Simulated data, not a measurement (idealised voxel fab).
You're looking at the process module voxel capacitor over wiring.
150 nm wide, 5 nm square cells: that's cross-section cut.
Reading order for cross-sections: top band down to bottom band. Underlying form: a grid of square cells. Band size: one or more rows of cells.
Band: top height; bottom height; in nm. Then, left to right: material with width in nm, for each material. "full width": a single material spanning edge to edge. "empty": empty space.
Heads up on the height convention: 0 is the point under which the incoming wafer is all one material, and the lowest band has no bottom, it just keeps going down, like "z 0 and below".
Note: "30 to 40" means the width goes from the first number (top row of the band) to the second number (bottom row) in equal steps per row of cells.
Given "no modifications" for a step, no cell of the cross-section differs between before and after that step.
Each empty space that has no open way to the top and spans at least 8 cells appears under "Sealed internal voids" as width x height at distance, the distance counted from the left edge, all in nm.
Step line, after settings: the simulator's comment on this step.
Each step line may optionally specify "overlay nm", which for a step with a mask gives the rightward distance between the mask's planned place and where it lay, a negative value indicating the leftward direction.
Reading guide: pairs of cross-sections, before and after one process step; after view cut off at lowest changed band; step and settings listed under each pair. Pairs may stem from different runs of this module on the same starting wafer; continuity with the pair above only where the "Pre-processing view" entry states it.

Pre-processing view
  z 50 to 40 = SiO2=30 / Ru=15 / SiO2=105
  z 40 to 35 = SiCN=30 / Ru=15 / SiCN=105
  z 35 to 20 = lowk=25 / Ru=20 / lowk=55 / Ru=20 / lowk=30
  z 20 to 15 = lowk=25 / TiN=20 / lowk=55 / TiN=20 / lowk=30
  z 15 to 0 = SiO2 full width
  z 0 and below = Si full width
  Sealed internal voids: none

Post-Step Section View
  z 55 to 50 = Al2O3 full width
  Everything under 50 stays put, no change at all.
  Sealed internal voids: none
Relating the two cross-sections above, the step in between is DIRECTIONAL_DEP,material Al2O3,thk nm 5

Pre-processing view: the cross-section after the pair above

Post-Step Section View
  z 65 to 55 = TiN full width
  Everything under 55 stays put, no change at all.
  Sealed internal voids: none
Relating the two cross-sections above, the step in between is DIRECTIONAL_DEP,material TiN,thk nm 10

Pre-processing view: the cross-section after the pair above

Post-Step Section View
  z 70 to 55 = TiN full width
  Everything under 55 stays put, no change at all.
  Sealed internal voids: none
Relating the two cross-sections above, the step in between is DIRECTIONAL_DEP,material TiN,thk nm 5

Pre-processing view: the cross-section after the pair above

Post-Step Section View
  z 80 to 70 = aC full width
  Everything under 70 stays put, no change at all.
  Sealed internal voids: none
Relating the two cross-sections above, the step in between is DIRECTIONAL_DEP,material aC,thk nm 10

Pre-processing view: the cross-section after the pair above

Post-Step Section View
  z 105 to 80 = empty=30 / resist=60 / empty=60
  Everything under 80 stays put, no change at all.
  Sealed internal voids: none
Relating the two cross-sections above, the step in between is PATTERN,tone cover,mask id UPPER_PLATE,material resist,width nm 60,thk nm 25,overlay nm 0

Pre-processing view: the cross-section after the pair above

Post-Step Section View
  z 95 to 80 = empty=30 / resist=60 / empty=60
  z 80 to 70 = empty=30 / aC=60 / empty=60
  Everything under 70 stays put, no change at all.
  Sealed internal voids: none
Relating the two cross-sections above, the step in between is DIRECTIONAL_ETCH,etch materials aC,depth nm 10

Pre-processing view: the cross-section after the pair above

Post-Step Section View
  z 80 to 70 = empty=30 / aC=60 / empty=60
  Everything under 70 stays put, no change at all.
  Sealed internal voids: none
Relating the two cross-sections above, the step in between is STRIP,etch materials resist

Pre-processing view: the cross-section after the pair above

Post-Step Section View
  z 80 to 70 = empty=30 / aC=60 / empty=60
  z 70 to 65 = empty=30 / TiN=60 / empty=60
  Everything under 65 stays put, no change at all.
  Sealed internal voids: none
Relating the two cross-sections above, the step in between is DIRECTIONAL_ETCH,etch materials TiN,depth nm 5

Pre-processing view: the cross-section after the pair above

Post-Step Section View
  z 70 to 65 = empty=30 / TiN=60 / empty=60
  Everything under 65 stays put, no change at all.
  Sealed internal voids: none
Relating the two cross-sections above, the step in between is STRIP,etch materials aC

Pre-processing view: the cross-section after the pair above

Post-Step Section View
  z 85 to 80 = empty=30 / aC=60 / empty=60
  z 80 to 70 = aC full width
  z 70 to 65 = aC=30 / TiN=60 / aC=60
  Everything under 65 stays put, no change at all.
  Sealed internal voids: none
Relating the two cross-sections above, the step in between is DIRECTIONAL_DEP,material aC,thk nm 15

Pre-processing view: the cross-section after the pair above

Post-Step Section View
  z 115 to 85 = empty=25 / resist=70 / empty=55
  z 85 to 80 = empty=25 / resist=5 / aC=60 / resist=5 / empty=55
  Everything under 80 stays put, no change at all.
  Sealed internal voids: none
Relating the two cross-sections above, the step in between is PATTERN,tone cover,mask id LOWER_PLATE,material resist,width nm 70,thk nm 30,overlay nm 0

Pre-processing view: the cross-section after the pair above

Post-Step Section View
  z 100 to 85 = empty=25 / resist=70 / empty=55
  z 85 to 80 = empty=25 / resist=5 / aC=60 / resist=5 / empty=55
  z 80 to 70 = empty=25 / aC=70 / empty=55
  z 70 to 65 = empty=25 / aC=5 / TiN=60 / aC=5 / empty=55
  Everything under 65 stays put, no change at all.
  Sealed internal voids: none
Relating the two cross-sections above, the step in between is DIRECTIONAL_ETCH,etch materials aC,depth nm 15

Pre-processing view: the cross-section after the pair above

Post-Step Section View
  z 85 to 80 = empty=30 / aC=60 / empty=60
  Everything under 80 stays put, no change at all.
  Sealed internal voids: none
Relating the two cross-sections above, the step in between is STRIP,etch materials resist

Pre-processing view: the cross-section after the pair above

Post-Step Section View
  z 85 to 80 = empty=30 / aC=60 / empty=60
  z 80 to 70 = empty=25 / aC=70 / empty=55
  z 70 to 65 = empty=25 / aC=5 / TiN=60 / aC=5 / empty=55
  z 65 to 55 = empty=25 / TiN=70 / empty=55
  Everything under 55 stays put, no change at all.
  Sealed internal voids: none
Relating the two cross-sections above, the step in between is DIRECTIONAL_ETCH,etch materials TiN,depth nm 10

Pre-processing view: the cross-section after the pair above

Post-Step Section View
  z 70 to 65 = empty=30 / TiN=60 / empty=60
  Everything under 65 stays put, no change at all.
  Sealed internal voids: none
Relating the two cross-sections above, the step in between is STRIP,etch materials aC

Pre-processing view: the cross-section after the pair above

Post-Step Section View
  z 90 to 70 = SiO2 full width
  z 70 to 65 = SiO2=30 / TiN=60 / SiO2=60
  z 65 to 55 = SiO2=25 / TiN=70 / SiO2=55
  Everything under 55 stays put, no change at all.
  Sealed internal voids: none
Relating the two cross-sections above, the step in between is FILL_DEP,material SiO2,thk nm 20

Pre-processing view: the cross-section after the pair above

Post-Step Section View
  z 85 to 70 = SiO2 full width
  Everything under 70 stays put, no change at all.
  Sealed internal voids: none
Relating the two cross-sections above, the step in between is CMP,height nm 85

Pre-processing view: the cross-section after the pair above

Post-Step Section View
  z 85 to 70 = SiO2=40 / empty=15 / SiO2=95
  Everything under 70 stays put, no change at all.
  Sealed internal voids: none
Relating the two cross-sections above, the step in between is MASKED_ETCH,tone open,mask id PLUG_2,width nm 15,etch materials SiO2,depth nm 15,overlay nm 0

Pre-processing view: the cross-section after the pair above

Post-Step Section View
  z 90 to 85 = TiN=45 / empty=5 / TiN=100
  z 85 to 75 = SiO2=40 / TiN=5 / empty=5 / TiN=5 / SiO2=95
  z 75 to 65 = SiO2=40 to 30 / TiN=15 to 60 / SiO2=95 to 60
  Everything under 65 stays put, no change at all.
  Sealed internal voids: none
Relating the two cross-sections above, the step in between is CONFORMAL_DEP,material TiN,thk nm 5

Pre-processing view: the cross-section after the pair above

Post-Step Section View
  z 100 to 90 = W full width
  z 90 to 85 = TiN=45 / W=5 / TiN=100
  z 85 to 75 = SiO2=40 / TiN=5 / W=5 / TiN=5 / SiO2=95
  Everything under 75 stays put, no change at all.
  Sealed internal voids: none
Relating the two cross-sections above, the step in between is FILL_DEP,material W,thk nm 10

Pre-processing view: the cross-section after the pair above

Post-Step Section View
  z 85 to 75 = SiO2=40 / TiN=5 / W=5 / TiN=5 / SiO2=95
  Everything under 75 stays put, no change at all.
  Sealed internal voids: none
Relating the two cross-sections above, the step in between is CMP,height nm 85

Pre-processing view: the cross-section after the pair above

Post-Step Section View
  z 90 to 85 = SiN full width
  Everything under 85 stays put, no change at all.
  Sealed internal voids: none
Relating the two cross-sections above, the step in between is CONFORMAL_DEP,material SiN,thk nm 5

Pre-processing view
  z 90 to 70 = SiO2 full width
  z 70 to 65 = SiO2=30 / TiN=60 / SiO2=60
  z 65 to 60 = SiO2=30 / Al2O3=60 / SiO2=60
  z 60 to 50 = SiO2=25 / TiN=70 / SiO2=55
  z 50 to 40 = SiO2=30 / Ru=15 / SiO2=105
  z 40 to 35 = SiCN=30 / Ru=15 / SiCN=105
  z 35 to 20 = lowk=25 / Ru=20 / lowk=55 / Ru=20 / lowk=30
  z 20 to 15 = lowk=25 / TiN=20 / lowk=55 / TiN=20 / lowk=30
  z 15 to 0 = SiO2 full width
  z 0 and below = Si full width
  Sealed internal voids: none

Post-Step Section View
  z 75 to 70 = SiO2 full width
  Everything under 70 stays put, no change at all.
  Sealed internal voids: none
Relating the two cross-sections above, the step in between is CMP,height nm 75

Pre-processing view: the cross-section after the pair above

Post-Step Section View
  z 75 to 70 = SiO2=40 / empty=15 / SiO2=95
  Everything under 70 stays put, no change at all.
  Sealed internal voids: none
Relating the two cross-sections above, the step in between is MASKED_ETCH,tone open,mask id PLUG_2,width nm 15,etch materials SiO2,depth nm 15,overlay nm 0

Pre-processing view: the cross-section after the pair above

Post-Step Section View
  z 80 to 75 = TiN=45 / empty=5 / TiN=100
  z 75 to 65 = SiO2=40 to 30 / TiN=15 to 60 / SiO2=95 to 60
  Everything under 65 stays put, no change at all.
  Sealed internal voids: none
Relating the two cross-sections above, the step in between is CONFORMAL_DEP,material TiN,thk nm 5

Pre-processing view: the cross-section after the pair above

Post-Step Section View
  z 90 to 80 = W full width
  z 80 to 75 = TiN=45 / W=5 / TiN=100
  Everything under 75 stays put, no change at all.
  Sealed internal voids: none
Relating the two cross-sections above, the step in between is FILL_DEP,material W,thk nm 10

Pre-processing view: the cross-section after the pair above

Post-Step Section View
  z 85 to 80 = W full width
  Everything under 80 stays put, no change at all.
  Sealed internal voids: none
Relating the two cross-sections above, the step in between is CMP,height nm 85

Pre-processing view: the cross-section after the pair above

Post-Step Section View
  z 90 to 85 = SiN full width
  Everything under 85 stays put, no change at all.
  Sealed internal voids: none
Relating the two cross-sections above, the step in between is CONFORMAL_DEP,material SiN,thk nm 5

Pre-processing view
  z 60 to 50 = aC full width
  z 50 to 40 = SiO2 full width
  z 40 to 35 = SiCN full width
  z 35 to 20 = lowk=25 / Ru=20 / lowk=55 / Ru=20 / lowk=30
  z 20 to 15 = lowk=25 / TiN=20 / lowk=55 / TiN=20 / lowk=30
  z 15 to 0 = SiO2 full width
  z 0 and below = Si full width
  Sealed internal voids: none

Post-Step Section View
  z 90 to 60 = resist=25 / empty=25 / resist=100
  Everything under 60 stays put, no change at all.
  Sealed internal voids: none
Relating the two cross-sections above, the step in between is PATTERN,tone open,mask id PLUG_1,material resist,width nm 25,thk nm 30,overlay nm 0

Pre-processing view: the cross-section after the pair above

Post-Step Section View
  z 80 to 60 = resist=25 / empty=25 / resist=100
  z 60 to 50 = aC=25 / empty=25 / aC=100
  Everything under 50 stays put, no change at all.
  Sealed internal voids: none
Relating the two cross-sections above, the step in between is DIRECTIONAL_ETCH,etch materials aC,depth nm 10

Pre-processing view: the cross-section after the pair above

Post-Step Section View
  z 60 to 50 = aC=25 / empty=25 / aC=100
  Everything under 50 stays put, no change at all.
  Sealed internal voids: none
Relating the two cross-sections above, the step in between is STRIP,etch materials resist

Pre-processing view: the cross-section after the pair above

Post-Step Section View
  z 60 to 50 = aC=25 / empty=25 / aC=100
  z 50 to 40 = SiO2=25 / empty=25 / SiO2=100
  Everything under 40 stays put, no change at all.
  Sealed internal voids: none
Relating the two cross-sections above, the step in between is DIRECTIONAL_ETCH,etch materials SiO2,depth nm 10

Pre-processing view: the cross-section after the pair above

Post-Step Section View
  z 60 to 50 = aC=25 / empty=25 / aC=100
  z 50 to 40 = SiO2=25 / empty=25 / SiO2=100
  z 40 to 35 = SiCN=25 / empty=25 / SiCN=100
  Everything under 35 stays put, no change at all.
  Sealed internal voids: none
Relating the two cross-sections above, the step in between is DIRECTIONAL_ETCH,etch materials SiCN,depth nm 5

Pre-processing view: the cross-section after the pair above

Post-Step Section View
  z 50 to 40 = SiO2=25 / empty=25 / SiO2=100
  Everything under 40 stays put, no change at all.
  Sealed internal voids: none
Relating the two cross-sections above, the step in between is STRIP,etch materials aC

Pre-processing view: the cross-section after the pair above

Post-Step Section View
  z 50 to 45 = SiO2=25 / empty=25 / SiO2=100
  z 45 to 40 = SiO2=25 / Ru=25 / SiO2=100
  z 40 to 35 = SiCN=25 / Ru=25 / SiCN=100
  Everything under 35 stays put, no change at all.
  Sealed internal voids: none
Relating the two cross-sections above, the step in between is EPI,material Ru,thk nm 10

Pre-processing view: the cross-section after the pair above

Post-Step Section View
  z 50 to 40 = SiO2=25 / Ru=25 / SiO2=100
  Everything under 40 stays put, no change at all.
  Sealed internal voids: none
Relating the two cross-sections above, the step in between is EPI,material Ru,thk nm 5

Pre-processing view: the cross-section after the pair above

Post-Step Section View
  z 60 to 50 = TiN full width
  Everything under 50 stays put, no change at all.
  Sealed internal voids: none
Relating the two cross-sections above, the step in between is DIRECTIONAL_DEP,material TiN,thk nm 10

Pre-processing view: the cross-section after the pair above

Post-Step Section View
  z 65 to 60 = Al2O3 full width
  Everything under 60 stays put, no change at all.
  Sealed internal voids: none
Relating the two cross-sections above, the step in between is DIRECTIONAL_DEP,material Al2O3,thk nm 5

Pre-processing view: the cross-section after the pair above

Post-Step Section View
  z 70 to 65 = TiN full width
  Everything under 65 stays put, no change at all.
  Sealed internal voids: none
Relating the two cross-sections above, the step in between is DIRECTIONAL_DEP,material TiN,thk nm 5

Pre-processing view: the cross-section after the pair above

Post-Step Section View
  z 80 to 70 = aC full width
  Everything under 70 stays put, no change at all.
  Sealed internal voids: none
Relating the two cross-sections above, the step in between is DIRECTIONAL_DEP,material aC,thk nm 10

Pre-processing view: the cross-section after the pair above

Post-Step Section View
  z 105 to 80 = empty=30 / resist=60 / empty=60
  Everything under 80 stays put, no change at all.
  Sealed internal voids: none
Relating the two cross-sections above, the step in between is PATTERN,tone cover,mask id UPPER_PLATE,material resist,width nm 60,thk nm 25,overlay nm 0

Pre-processing view: the cross-section after the pair above

Post-Step Section View
  z 95 to 80 = empty=30 / resist=60 / empty=60
  z 80 to 70 = empty=30 / aC=60 / empty=60
  Everything under 70 stays put, no change at all.
  Sealed internal voids: none
Relating the two cross-sections above, the step in between is DIRECTIONAL_ETCH,etch materials aC,depth nm 10

Pre-processing view: the cross-section after the pair above

Post-Step Section View
  z 80 to 70 = empty=30 / aC=60 / empty=60
  Everything under 70 stays put, no change at all.
  Sealed internal voids: none
Relating the two cross-sections above, the step in between is STRIP,etch materials resist

Pre-processing view: the cross-section after the pair above

Post-Step Section View
  z 80 to 70 = empty=30 / aC=60 / empty=60
  z 70 to 65 = empty=30 / TiN=60 / empty=60
  Everything under 65 stays put, no change at all.
  Sealed internal voids: none
Relating the two cross-sections above, the step in between is DIRECTIONAL_ETCH,etch materials TiN,depth nm 5

Pre-processing view: the cross-section after the pair above

Post-Step Section View
  z 80 to 70 = empty=30 / aC=60 / empty=60
  z 70 to 65 = empty=30 / TiN=60 / empty=60
  z 65 to 60 = empty=30 / Al2O3=60 / empty=60
  Everything under 60 stays put, no change at all.
  Sealed internal voids: none
Relating the two cross-sections above, the step in between is DIRECTIONAL_ETCH,etch materials Al2O3,depth nm 5

Pre-processing view: the cross-section after the pair above

Post-Step Section View
  z 70 to 65 = empty=30 / TiN=60 / empty=60
  Everything under 65 stays put, no change at all.
  Sealed internal voids: none
Relating the two cross-sections above, the step in between is STRIP,etch materials aC

Pre-processing view: the cross-section after the pair above

Post-Step Section View
  z 85 to 75 = empty=30 / aC=60 / empty=60
  z 75 to 70 = aC full width
  z 70 to 65 = aC=30 / TiN=60 / aC=60
  z 65 to 60 = aC=30 / Al2O3=60 / aC=60
  Everything under 60 stays put, no change at all.
  Sealed internal voids: none
Relating the two cross-sections above, the step in between is DIRECTIONAL_DEP,material aC,thk nm 15

Pre-processing view: the cross-section after the pair above

Post-Step Section View
  z 115 to 85 = empty=25 / resist=70 / empty=55
  z 85 to 75 = empty=25 / resist=5 / aC=60 / resist=5 / empty=55
  Everything under 75 stays put, no change at all.
  Sealed internal voids: none
Relating the two cross-sections above, the step in between is PATTERN,tone cover,mask id LOWER_PLATE,material resist,width nm 70,thk nm 30,overlay nm 0

Pre-processing view: the cross-section after the pair above

Post-Step Section View
  z 100 to 85 = empty=25 / resist=70 / empty=55
  z 85 to 75 = empty=25 / resist=5 / aC=60 / resist=5 / empty=55
  z 75 to 70 = empty=25 / aC=70 / empty=55
  z 70 to 65 = empty=25 / aC=5 / TiN=60 / aC=5 / empty=55
  z 65 to 60 = empty=25 / aC=5 / Al2O3=60 / aC=5 / empty=55
  Everything under 60 stays put, no change at all.
  Sealed internal voids: none
Relating the two cross-sections above, the step in between is DIRECTIONAL_ETCH,etch materials aC,depth nm 15

Pre-processing view: the cross-section after the pair above

Post-Step Section View
  z 85 to 75 = empty=30 / aC=60 / empty=60
  Everything under 75 stays put, no change at all.
  Sealed internal voids: none
Relating the two cross-sections above, the step in between is STRIP,etch materials resist

Pre-processing view: the cross-section after the pair above

Post-Step Section View
  z 85 to 75 = empty=30 / aC=60 / empty=60
  z 75 to 70 = empty=25 / aC=70 / empty=55
  z 70 to 65 = empty=25 / aC=5 / TiN=60 / aC=5 / empty=55
  z 65 to 60 = empty=25 / aC=5 / Al2O3=60 / aC=5 / empty=55
  z 60 to 50 = empty=25 / TiN=70 / empty=55
  Everything under 50 stays put, no change at all.
  Sealed internal voids: none
Relating the two cross-sections above, the step in between is DIRECTIONAL_ETCH,etch materials TiN,depth nm 10

Pre-processing view: the cross-section after the pair above

Post-Step Section View
  z 70 to 65 = empty=30 / TiN=60 / empty=60
  z 65 to 60 = empty=30 / Al2O3=60 / empty=60
  Everything under 60 stays put, no change at all.
  Sealed internal voids: none
Relating the two cross-sections above, the step in between is STRIP,etch materials aC

Pre-processing view: the cross-section after the pair above

Post-Step Section View
  z 90 to 70 = SiO2 full width
  z 70 to 65 = SiO2=30 / TiN=60 / SiO2=60
  z 65 to 60 = SiO2=30 / Al2O3=60 / SiO2=60
  z 60 to 50 = SiO2=25 / TiN=70 / SiO2=55
  Everything under 50 stays put, no change at all.
  Sealed internal voids: none
Relating the two cross-sections above, the step in between is FILL_DEP,material SiO2,thk nm 20

Pre-processing view: the cross-section after the pair above

Post-Step Section View
  z 85 to 70 = SiO2 full width
  Everything under 70 stays put, no change at all.
  Sealed internal voids: none
Relating the two cross-sections above, the step in between is CMP,height nm 85

Pre-processing view: the cross-section after the pair above

Post-Step Section View
  z 85 to 70 = SiO2=40 / empty=15 / SiO2=95
  Everything under 70 stays put, no change at all.
  Sealed internal voids: none
Relating the two cross-sections above, the step in between is MASKED_ETCH,tone open,mask id PLUG_2,width nm 15,etch materials SiO2,depth nm 15,overlay nm 0

Pre-processing view: the cross-section after the pair above

Post-Step Section View
  z 90 to 85 = TiN=45 / empty=5 / TiN=100
  z 85 to 75 = SiO2=40 / TiN=5 / empty=5 / TiN=5 / SiO2=95
  z 75 to 65 = SiO2=40 to 30 / TiN=15 to 60 / SiO2=95 to 60
  Everything under 65 stays put, no change at all.
  Sealed internal voids: none
Relating the two cross-sections above, the step in between is CONFORMAL_DEP,material TiN,thk nm 5

Pre-processing view: the cross-section after the pair above

Post-Step Section View
  z 100 to 90 = W full width
  z 90 to 85 = TiN=45 / W=5 / TiN=100
  z 85 to 75 = SiO2=40 / TiN=5 / W=5 / TiN=5 / SiO2=95
  Everything under 75 stays put, no change at all.
  Sealed internal voids: none
Relating the two cross-sections above, the step in between is FILL_DEP,material W,thk nm 10

Pre-processing view: the cross-section after the pair above

Post-Step Section View
  z 85 to 75 = SiO2=40 / TiN=5 / W=5 / TiN=5 / SiO2=95
  Everything under 75 stays put, no change at all.
  Sealed internal voids: none
Relating the two cross-sections above, the step in between is CMP,height nm 85

Pre-processing view: the cross-section after the pair above

Post-Step Section View
  z 90 to 85 = SiN full width
  Everything under 85 stays put, no change at all.
  Sealed internal voids: none
Relating the two cross-sections above, the step in between is CONFORMAL_DEP,material SiN,thk nm 5

Pre-processing view
  z 35 to 20 = empty=25 / Ru=20 / empty=55 / Ru=20 / empty=30
  z 20 to 15 = TiN full width
  z 15 to 0 = SiO2 full width
  z 0 and below = Si full width
  Sealed internal voids: none

Post-Step Section View
  z 35 to 20 = empty=25 / Ru=20 / empty=55 / Ru=20 / empty=30
  z 20 to 15 = empty=25 / TiN=30 / empty=45 / TiN=30 / empty=20
  Everything under 15 stays put, no change at all.
  Sealed internal voids: none
Relating the two cross-sections above, the step in between is MASKED_ETCH,tone cover,mask id METAL_1,width nm 20,pitch nm 75,etch materials TiN,depth nm 5,overlay nm 10

Pre-processing view: the cross-section after the pair above

Post-Step Section View
  z 40 to 35 = lowk full width
  z 35 to 20 = lowk=25 / Ru=20 / lowk=55 / Ru=20 / lowk=30
  z 20 to 15 = lowk=25 / TiN=30 / lowk=45 / TiN=30 / lowk=20
  Everything under 15 stays put, no change at all.
  Sealed internal voids: none
Relating the two cross-sections above, the step in between is FILL_DEP,material lowk,thk nm 5

Pre-processing view: the cross-section after the pair above

Post-Step Section View
  z 35 to 20 = lowk=25 / Ru=20 / lowk=55 / Ru=20 / lowk=30
  Everything under 20 stays put, no change at all.
  Sealed internal voids: none
Relating the two cross-sections above, the step in between is CMP,height nm 35

Pre-processing view: the cross-section after the pair above

Post-Step Section View
  z 40 to 35 = SiCN full width
  Everything under 35 stays put, no change at all.
  Sealed internal voids: none
Relating the two cross-sections above, the step in between is CONFORMAL_DEP,material SiCN,thk nm 5

Pre-processing view: the cross-section after the pair above

Post-Step Section View
  z 50 to 40 = SiO2 full width
  Everything under 40 stays put, no change at all.
  Sealed internal voids: none
Relating the two cross-sections above, the step in between is DIRECTIONAL_DEP,material SiO2,thk nm 10

Pre-processing view: the cross-section after the pair above

Post-Step Section View
  z 60 to 50 = aC full width
  Everything under 50 stays put, no change at all.
  Sealed internal voids: none
Relating the two cross-sections above, the step in between is DIRECTIONAL_DEP,material aC,thk nm 10

Pre-processing view: the cross-section after the pair above

Post-Step Section View
  z 90 to 60 = resist=30 / empty=15 / resist=105
  Everything under 60 stays put, no change at all.
  Sealed internal voids: none
Relating the two cross-sections above, the step in between is PATTERN,tone open,mask id PLUG_1,material resist,width nm 15,thk nm 30,overlay nm 0

Pre-processing view: the cross-section after the pair above

Post-Step Section View
  z 80 to 60 = resist=30 / empty=15 / resist=105
  z 60 to 50 = aC=30 / empty=15 / aC=105
  Everything under 50 stays put, no change at all.
  Sealed internal voids: none
Relating the two cross-sections above, the step in between is DIRECTIONAL_ETCH,etch materials aC,depth nm 10

Pre-processing view: the cross-section after the pair above

Post-Step Section View
  z 60 to 50 = aC=30 / empty=15 / aC=105
  Everything under 50 stays put, no change at all.
  Sealed internal voids: none
Relating the two cross-sections above, the step in between is STRIP,etch materials resist

Pre-processing view: the cross-section after the pair above

Post-Step Section View
  z 60 to 50 = aC=30 / empty=15 / aC=105
  z 50 to 40 = SiO2=30 / empty=15 / SiO2=105
  Everything under 40 stays put, no change at all.
  Sealed internal voids: none
Relating the two cross-sections above, the step in between is DIRECTIONAL_ETCH,etch materials SiO2,depth nm 10

Pre-processing view: the cross-section after the pair above

Post-Step Section View
  z 60 to 50 = aC=30 / empty=15 / aC=105
  z 50 to 40 = SiO2=30 / empty=15 / SiO2=105
  z 40 to 35 = SiCN=30 / empty=15 / SiCN=105
  Everything under 35 stays put, no change at all.
  Sealed internal voids: none
Relating the two cross-sections above, the step in between is DIRECTIONAL_ETCH,etch materials SiCN,depth nm 5

Pre-processing view: the cross-section after the pair above

Post-Step Section View
  z 50 to 40 = SiO2=30 / empty=15 / SiO2=105
  Everything under 40 stays put, no change at all.
  Sealed internal voids: none
Relating the two cross-sections above, the step in between is STRIP,etch materials aC

Pre-processing view: the cross-section after the pair above

Post-Step Section View
  z 50 to 45 = SiO2=30 / empty=15 / SiO2=105
  z 45 to 40 = SiO2=30 / Ru=15 / SiO2=105
  z 40 to 35 = SiCN=30 / Ru=15 / SiCN=105
  Everything under 35 stays put, no change at all.
  Sealed internal voids: none
Relating the two cross-sections above, the step in between is EPI,material Ru,thk nm 10

Pre-processing view: the cross-section after the pair above

Post-Step Section View
  z 50 to 40 = SiO2=30 / Ru=15 / SiO2=105
  Everything under 40 stays put, no change at all.
  Sealed internal voids: none
Relating the two cross-sections above, the step in between is EPI,material Ru,thk nm 5

Pre-processing view: the cross-section after the pair above

Post-Step Section View
  z 60 to 50 = TiN full width
  Everything under 50 stays put, no change at all.
  Sealed internal voids: none
Relating the two cross-sections above, the step in between is DIRECTIONAL_DEP,material TiN,thk nm 10

Pre-processing view: the cross-section after the pair above

Post-Step Section View
  z 65 to 60 = Al2O3 full width
  Everything under 60 stays put, no change at all.
  Sealed internal voids: none
Relating the two cross-sections above, the step in between is DIRECTIONAL_DEP,material Al2O3,thk nm 5

Pre-processing view: the cross-section after the pair above

Post-Step Section View
  z 70 to 65 = TiN full width
  Everything under 65 stays put, no change at all.
  Sealed internal voids: none
Relating the two cross-sections above, the step in between is DIRECTIONAL_DEP,material TiN,thk nm 5

Pre-processing view: the cross-section after the pair above

Post-Step Section View
  z 80 to 70 = aC full width
  Everything under 70 stays put, no change at all.
  Sealed internal voids: none
Relating the two cross-sections above, the step in between is DIRECTIONAL_DEP,material aC,thk nm 10

Pre-processing view: the cross-section after the pair above

Post-Step Section View
  z 105 to 80 = empty=30 / resist=60 / empty=60
  Everything under 80 stays put, no change at all.
  Sealed internal voids: none
Relating the two cross-sections above, the step in between is PATTERN,tone cover,mask id UPPER_PLATE,material resist,width nm 60,thk nm 25,overlay nm 0

Pre-processing view: the cross-section after the pair above

Post-Step Section View
  z 95 to 80 = empty=30 / resist=60 / empty=60
  z 80 to 70 = empty=30 / aC=60 / empty=60
  Everything under 70 stays put, no change at all.
  Sealed internal voids: none
Relating the two cross-sections above, the step in between is DIRECTIONAL_ETCH,etch materials aC,depth nm 10

Pre-processing view: the cross-section after the pair above

Post-Step Section View
  z 80 to 70 = empty=30 / aC=60 / empty=60
  Everything under 70 stays put, no change at all.
  Sealed internal voids: none
Relating the two cross-sections above, the step in between is STRIP,etch materials resist

Pre-processing view: the cross-section after the pair above

Post-Step Section View
  z 80 to 70 = empty=30 / aC=60 / empty=60
  z 70 to 65 = empty=30 / TiN=60 / empty=60
  Everything under 65 stays put, no change at all.
  Sealed internal voids: none
Relating the two cross-sections above, the step in between is DIRECTIONAL_ETCH,etch materials TiN,depth nm 5

Pre-processing view: the cross-section after the pair above

Post-Step Section View
  z 80 to 70 = empty=30 / aC=60 / empty=60
  z 70 to 65 = empty=30 / TiN=60 / empty=60
  z 65 to 60 = empty=30 / Al2O3=60 / empty=60
  Everything under 60 stays put, no change at all.
  Sealed internal voids: none
Relating the two cross-sections above, the step in between is DIRECTIONAL_ETCH,etch materials Al2O3,depth nm 5

Pre-processing view: the cross-section after the pair above

Post-Step Section View
  z 70 to 65 = empty=30 / TiN=60 / empty=60
  Everything under 65 stays put, no change at all.
  Sealed internal voids: none
Relating the two cross-sections above, the step in between is STRIP,etch materials aC

Pre-processing view: the cross-section after the pair above

Post-Step Section View
  z 85 to 75 = empty=30 / aC=60 / empty=60
  z 75 to 70 = aC full width
  z 70 to 65 = aC=30 / TiN=60 / aC=60
  z 65 to 60 = aC=30 / Al2O3=60 / aC=60
  Everything under 60 stays put, no change at all.
  Sealed internal voids: none
Relating the two cross-sections above, the step in between is DIRECTIONAL_DEP,material aC,thk nm 15

Pre-processing view: the cross-section after the pair above

Post-Step Section View
  z 115 to 85 = empty=25 / resist=70 / empty=55
  z 85 to 75 = empty=25 / resist=5 / aC=60 / resist=5 / empty=55
  Everything under 75 stays put, no change at all.
  Sealed internal voids: none
Relating the two cross-sections above, the step in between is PATTERN,tone cover,mask id LOWER_PLATE,material resist,width nm 70,thk nm 30,overlay nm 0

Pre-processing view: the cross-section after the pair above

Post-Step Section View
  z 100 to 85 = empty=25 / resist=70 / empty=55
  z 85 to 75 = empty=25 / resist=5 / aC=60 / resist=5 / empty=55
  z 75 to 70 = empty=25 / aC=70 / empty=55
  z 70 to 65 = empty=25 / aC=5 / TiN=60 / aC=5 / empty=55
  z 65 to 60 = empty=25 / aC=5 / Al2O3=60 / aC=5 / empty=55
  Everything under 60 stays put, no change at all.
  Sealed internal voids: none
Relating the two cross-sections above, the step in between is DIRECTIONAL_ETCH,etch materials aC,depth nm 15

Pre-processing view: the cross-section after the pair above

Post-Step Section View
  z 85 to 75 = empty=30 / aC=60 / empty=60
  Everything under 75 stays put, no change at all.
  Sealed internal voids: none
Relating the two cross-sections above, the step in between is STRIP,etch materials resist

Pre-processing view: the cross-section after the pair above

Post-Step Section View
  z 85 to 75 = empty=30 / aC=60 / empty=60
  z 75 to 70 = empty=25 / aC=70 / empty=55
  z 70 to 65 = empty=25 / aC=5 / TiN=60 / aC=5 / empty=55
  z 65 to 60 = empty=25 / aC=5 / Al2O3=60 / aC=5 / empty=55
  z 60 to 50 = empty=25 / TiN=70 / empty=55
  Everything under 50 stays put, no change at all.
  Sealed internal voids: none
Relating the two cross-sections above, the step in between is DIRECTIONAL_ETCH,etch materials TiN,depth nm 10

Pre-processing view: the cross-section after the pair above

Post-Step Section View
  z 70 to 65 = empty=30 / TiN=60 / empty=60
  z 65 to 60 = empty=30 / Al2O3=60 / empty=60
  Everything under 60 stays put, no change at all.
  Sealed internal voids: none
Relating the two cross-sections above, the step in between is STRIP,etch materials aC

Pre-processing view: the cross-section after the pair above

Post-Step Section View
  z 90 to 70 = SiO2 full width
  z 70 to 65 = SiO2=30 / TiN=60 / SiO2=60
  z 65 to 60 = SiO2=30 / Al2O3=60 / SiO2=60
  z 60 to 50 = SiO2=25 / TiN=70 / SiO2=55
  Everything under 50 stays put, no change at all.
  Sealed internal voids: none
Relating the two cross-sections above, the step in between is FILL_DEP,material SiO2,thk nm 20
